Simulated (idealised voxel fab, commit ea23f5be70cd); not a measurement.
process module | voxel ribs on slabs
cross-section cut | 295 nm wide | cells 5 nm
A cross-section is a grid of square cells, given in bands from the top down. A band is one or more rows of cells.
Each band's line starts with the height of the band's top and of its bottom, in nm. Then come its materials from left to right, each with its width in nm. One material with "throughout" fills the band from edge to edge. "air" is empty space.
Height 0 is the level under which the wafer as received is all one material. The lowest band goes on downwards, as in "0 down".
A width such as "30 to 40" changes by the same amount from each row of cells to the next, from the band's top row to its bottom row.
"no change" after a step means that no cell of the cross-section changed.
closed voids: empty space of 8 cells or more with no open way to the top, each as width x height at its distance from the left edge, in nm
after a step's settings: what the simulator itself notes on the step
overlay nm, on a step with a mask: how far to the right of its planned place the mask lay; to the left if negative
plan
1 op RECEIVE | material Si
2 op DIRECTIONAL_DEP | material SiO2 | thk nm 25
3 op DIRECTIONAL_DEP | material SiN | thk nm 20
4 op MASKED_ETCH | tone cover | mask id RIB | width nm 15 | etch materials SiN | depth nm 10 | overlay nm 0
5 op PATTERN | tone cover | mask id SLAB | material resist | width nm 55 | thk nm 15 | overlay nm 0
6 op DIRECTIONAL_ETCH | etch materials SiN | depth nm 10
7 op STRIP | etch materials resist
8 op FILL_DEP | material SiO2 | thk nm 25
9 op CMP | height nm 60
10 op DIRECTIONAL_DEP | material TiN | thk nm 10
11 op DIRECTIONAL_DEP | material aC | thk nm 15
12 op PATTERN | tone cover | mask id HEATER | material resist | width nm 25 | thk nm 30 | overlay nm 0
13 op DIRECTIONAL_ETCH | etch materials aC | depth nm 15
14 op STRIP | etch materials resist
15 op DIRECTIONAL_ETCH | etch materials TiN | depth nm 10
16 op STRIP | etch materials aC
17 op CONFORMAL_DEP | material SiN | thk nm 10
as received, after step 1
  0 down: Si throughout
  closed voids: none
first wafer at the end, as planned
  80 to 70: air 125 | SiN 45 | air 125
  70 to 60: SiN 135 | TiN 25 | SiN 135
  60 to 45: SiO2 throughout
  45 to 35: SiO2 140 | SiN 15 | SiO2 140
  35 to 25: SiO2 120 | SiN 55 | SiO2 120
  25 to 0: SiO2 throughout
  0 down: Si throughout
  closed voids: none
second wafer at the end: like start, like plan, one mistake
  80 to 70: air 125 | SiN 45 | air 125
  70 to 60: SiN 135 | TiN 25 | SiN 135
  60 to 45: SiO2 throughout
  45 to 35: SiO2 145 | SiN 15 | SiO2 135
  35 to 25: SiO2 120 | SiN 55 | SiO2 120
  25 to 0: SiO2 throughout
  0 down: Si throughout
  closed voids: none
what went wrong: step 4 ran as: op MASKED_ETCH | tone cover | mask id RIB | width nm 15 | etch materials SiN | depth nm 10 | overlay nm 5
at the end the second wafer has, in cells: as many of each material as the first, in other places
